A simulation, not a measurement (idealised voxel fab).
Process module in this document: voxel self aligned vias
Section shown: cut. Width: 210 nm. Cell size: 5 nm, square.
For the purposes of this document, a cross-section shall be understood as a grid of square cells, specified as bands listed in top-to-bottom order, each band consisting of one or more rows of cells.
In this notation a band is specified by the heights of its top and bottom, in that order and in nm, after which its materials appear from left to right, each paired with its width in nm. The word "all across" attached to a single material means that material fills the band from edge to edge; the word "empty" stands for empty space.
We count height from 0. Below that, the starting wafer is all one material. The lowest band never ends at the bottom but goes on down; see "0..down" for how that is written.
The expression "30->40" gives the width at the extremes of the band, the first number at its top row of cells and the second at its bottom row, with the width changing by equal amounts from each row to the next in between.
"no alteration" after a step means that no cell of the cross-section changed.
Closed empty spaces (no open way to the top) of 8 cells or more are what "Completely enclosed voids" lists, each as width x height at distance from the left edge, nm for all three.
Past the settings on a step's line: simulator remark, on that step.
Each step line may optionally specify "overlay nm", which for a step with a mask gives the rightward distance between the mask's planned place and where it lay, a negative value indicating the leftward direction.
THIS SECTION LISTS THE PROCESS STEPS THAT WERE PLANNED
1) RECEIVE: material Si
2) CONFORMAL_DEP: material SiO2, thk nm 10
3) CONFORMAL_DEP: material SiCN, thk nm 5
4) DIRECTIONAL_DEP: material SiO2, thk nm 25
5) DIRECTIONAL_DEP: material aC, thk nm 15
6) PATTERN: tone open, mask id LINES, material resist, width nm 20, pitch nm 65, thk nm 30, overlay nm 0
7) DIRECTIONAL_ETCH: etch materials aC, depth nm 15
8) STRIP: etch materials resist
9) DIRECTIONAL_ETCH: etch materials SiO2, depth nm 25
10) STRIP: etch materials aC
11) CONFORMAL_DEP: material TiN, thk nm 5
12) FILL_DEP: material Ru, thk nm 10
13) CMP: height nm 40
14) SELECTIVE_ETCH: etch materials W Ru TiN, depth nm 10
15) FILL_DEP: material SiN, thk nm 5
16) CMP: height nm 40
17) DIRECTIONAL_DEP: material SiO2, thk nm 20
18) MASKED_ETCH: tone open, mask id VIAS, width nm 40, pitch nm 130, etch materials SiO2, depth nm 20, overlay nm 0
19) MASKED_ETCH: tone open, mask id VIAS, width nm 40, pitch nm 130, etch materials SiN, depth nm 10, overlay nm 0
20) CONFORMAL_DEP: material TiN, thk nm 5
21) FILL_DEP: material Cu, thk nm 10
22) CMP: height nm 60
23) CONFORMAL_DEP: material SiCN, thk nm 5
THE FIRST OF TWO WAFERS, RUN AS PLANNED
SO THIS IS THE INCOMING WAFER IN CROSS-SECTION - IT'S ALREADY BEEN THROUGH STEP 1
0..down | Si all across
Completely enclosed voids: none
CROSS-SECTION: WAFER STATE AFTER STEP 2
10..0 | SiO2 all across
Rest of section, below 0: as before.
CROSS-SECTION: WAFER STATE AFTER STEP 3
15..10 | SiCN all across
Rest of section, below 10: as before.
CROSS-SECTION: WAFER STATE AFTER STEP 4
40..15 | SiO2 all across
Rest of section, below 15: as before.
CROSS-SECTION: WAFER STATE AFTER STEP 5
55..40 | aC all across
Rest of section, below 40: as before.
CROSS-SECTION: WAFER STATE AFTER STEP 6
85..55 | resist: 30, empty: 20, resist: 45, empty: 20, resist: 45, empty: 20, resist: 30
Rest of section, below 55: as before.
CROSS-SECTION: WAFER STATE AFTER STEP 7
70..55 | resist: 30, empty: 20, resist: 45, empty: 20, resist: 45, empty: 20, resist: 30
55..40 | aC: 30, empty: 20, aC: 45, empty: 20, aC: 45, empty: 20, aC: 30
Rest of section, below 40: as before.
CROSS-SECTION: WAFER STATE AFTER STEP 8
55..40 | aC: 30, empty: 20, aC: 45, empty: 20, aC: 45, empty: 20, aC: 30
Rest of section, below 40: as before.
CROSS-SECTION: WAFER STATE AFTER STEP 9
55..40 | aC: 30, empty: 20, aC: 45, empty: 20, aC: 45, empty: 20, aC: 30
40..15 | SiO2: 30, empty: 20, SiO2: 45, empty: 20, SiO2: 45, empty: 20, SiO2: 30
Rest of section, below 15: as before.
CROSS-SECTION: WAFER STATE AFTER STEP 10
40..15 | SiO2: 30, empty: 20, SiO2: 45, empty: 20, SiO2: 45, empty: 20, SiO2: 30
Rest of section, below 15: as before.
CROSS-SECTION: WAFER STATE AFTER STEP 11
45..40 | TiN: 35, empty: 10, TiN: 55, empty: 10, TiN: 55, empty: 10, TiN: 35
40..20 | SiO2: 30, TiN: 5, empty: 10, TiN: 5, SiO2: 45, TiN: 5, empty: 10, TiN: 5, SiO2: 45, TiN: 5, empty: 10, TiN: 5, SiO2: 30
20..15 | SiO2: 30, TiN: 20, SiO2: 45, TiN: 20, SiO2: 45, TiN: 20, SiO2: 30
Rest of section, below 15: as before.
CROSS-SECTION: WAFER STATE AFTER STEP 12
55..45 | Ru all across
45..40 | TiN: 35, Ru: 10, TiN: 55, Ru: 10, TiN: 55, Ru: 10, TiN: 35
40..20 | SiO2: 30, TiN: 5, Ru: 10, TiN: 5, SiO2: 45, TiN: 5, Ru: 10, TiN: 5, SiO2: 45, TiN: 5, Ru: 10, TiN: 5, SiO2: 30
Rest of section, below 20: as before.
CROSS-SECTION: WAFER STATE AFTER STEP 13
40..20 | SiO2: 30, TiN: 5, Ru: 10, TiN: 5, SiO2: 45, TiN: 5, Ru: 10, TiN: 5, SiO2: 45, TiN: 5, Ru: 10, TiN: 5, SiO2: 30
Rest of section, below 20: as before.
CROSS-SECTION: WAFER STATE AFTER STEP 14
40..30 | SiO2: 30, empty: 20, SiO2: 45, empty: 20, SiO2: 45, empty: 20, SiO2: 30
Rest of section, below 30: as before.
CROSS-SECTION: WAFER STATE AFTER STEP 15
45..40 | SiN all across
40..30 | SiO2: 30, SiN: 20, SiO2: 45, SiN: 20, SiO2: 45, SiN: 20, SiO2: 30
Rest of section, below 30: as before.
CROSS-SECTION: WAFER STATE AFTER STEP 16
40..30 | SiO2: 30, SiN: 20, SiO2: 45, SiN: 20, SiO2: 45, SiN: 20, SiO2: 30
Rest of section, below 30: as before.
CROSS-SECTION: WAFER STATE AFTER STEP 17
60..40 | SiO2 all across
Rest of section, below 40: as before.
CROSS-SECTION: WAFER STATE AFTER STEP 18
60..40 | SiO2: 20, empty: 40, SiO2: 90, empty: 40, SiO2: 20
Rest of section, below 40: as before.
CROSS-SECTION: WAFER STATE AFTER STEP 19
60..40 | SiO2: 20, empty: 40, SiO2: 90, empty: 40, SiO2: 20
40..30 | SiO2: 30, empty: 20, SiO2: 45, SiN: 20, SiO2: 45, empty: 20, SiO2: 30
Rest of section, below 30: as before.
CROSS-SECTION: WAFER STATE AFTER STEP 20
65..60 | TiN: 25, empty: 30, TiN: 100, empty: 30, TiN: 25
60..45 | SiO2: 20, TiN: 5, empty: 30, TiN: 5, SiO2: 90, TiN: 5, empty: 30, TiN: 5, SiO2: 20
45..40 | SiO2: 20, TiN: 15, empty: 10, TiN: 15, SiO2: 90, TiN: 15, empty: 10, TiN: 15, SiO2: 20
40..35 | SiO2: 30, TiN: 5, empty: 10, TiN: 5, SiO2: 45, SiN: 20, SiO2: 45, TiN: 5, empty: 10, TiN: 5, SiO2: 30
35..30 | SiO2: 30, TiN: 20, SiO2: 45, SiN: 20, SiO2: 45, TiN: 20, SiO2: 30
Rest of section, below 30: as before.
CROSS-SECTION: WAFER STATE AFTER STEP 21
75..65 | Cu all across
65..60 | TiN: 25, Cu: 30, TiN: 100, Cu: 30, TiN: 25
60..45 | SiO2: 20, TiN: 5, Cu: 30, TiN: 5, SiO2: 90, TiN: 5, Cu: 30, TiN: 5, SiO2: 20
45..40 | SiO2: 20, TiN: 15, Cu: 10, TiN: 15, SiO2: 90, TiN: 15, Cu: 10, TiN: 15, SiO2: 20
40..35 | SiO2: 30, TiN: 5, Cu: 10, TiN: 5, SiO2: 45, SiN: 20, SiO2: 45, TiN: 5, Cu: 10, TiN: 5, SiO2: 30
Rest of section, below 35: as before.
CROSS-SECTION: WAFER STATE AFTER STEP 22
60..45 | SiO2: 20, TiN: 5, Cu: 30, TiN: 5, SiO2: 90, TiN: 5, Cu: 30, TiN: 5, SiO2: 20
Rest of section, below 45: as before.
CROSS-SECTION: WAFER STATE AFTER STEP 23
65..60 | SiCN all across
Rest of section, below 60: as before.
SECOND WAFER, SAME STARTING STATE AND PLAN AS THE FIRST, ONE MISTAKE IN THE RUN, IDENTICAL THROUGH STEP 18
SECOND WAFER, SECTION VIEW, TIME POINT: SCHEDULED END OF STEP 19
60..40 | SiO2: 20, empty: 40, SiO2: 90, empty: 40, SiO2: 20
40..35 | SiO2: 30, empty: 20, SiO2: 45, SiN: 20, SiO2: 45, empty: 20, SiO2: 30
Rest of section, below 35: as before.
SECOND WAFER, SECTION VIEW, TIME POINT: SCHEDULED END OF STEP 20
65..60 | TiN: 25, empty: 30, TiN: 100, empty: 30, TiN: 25
60..45 | SiO2: 20, TiN: 5, empty: 30, TiN: 5, SiO2: 90, TiN: 5, empty: 30, TiN: 5, SiO2: 20
45..40 | SiO2: 20, TiN: 15, empty: 10, TiN: 15, SiO2: 90, TiN: 15, empty: 10, TiN: 15, SiO2: 20
40..35 | SiO2: 30, TiN: 20, SiO2: 45, SiN: 20, SiO2: 45, TiN: 20, SiO2: 30
Rest of section, below 35: as before.
SECOND WAFER, SECTION VIEW, TIME POINT: SCHEDULED END OF STEP 21
75..65 | Cu all across
65..60 | TiN: 25, Cu: 30, TiN: 100, Cu: 30, TiN: 25
60..45 | SiO2: 20, TiN: 5, Cu: 30, TiN: 5, SiO2: 90, TiN: 5, Cu: 30, TiN: 5, SiO2: 20
45..40 | SiO2: 20, TiN: 15, Cu: 10, TiN: 15, SiO2: 90, TiN: 15, Cu: 10, TiN: 15, SiO2: 20
Rest of section, below 40: as before.
SECOND WAFER, SECTION VIEW, TIME POINT: SCHEDULED END OF STEP 22
60..45 | SiO2: 20, TiN: 5, Cu: 30, TiN: 5, SiO2: 90, TiN: 5, Cu: 30, TiN: 5, SiO2: 20
Rest of section, below 45: as before.
SECOND WAFER, SECTION VIEW, TIME POINT: SCHEDULED END OF STEP 23
65..60 | SiCN all across
Rest of section, below 60: as before.
What went wrong in running the wafer? step 19 ran as: MASKED_ETCH: tone open, mask id VIAS, width nm 40, pitch nm 130, etch materials SiN, depth nm 5, overlay nm 0
Looking at both finished wafers in cells, the second ends up ahead of or behind the first on some materials: Cu -4; SiN +8; TiN -4
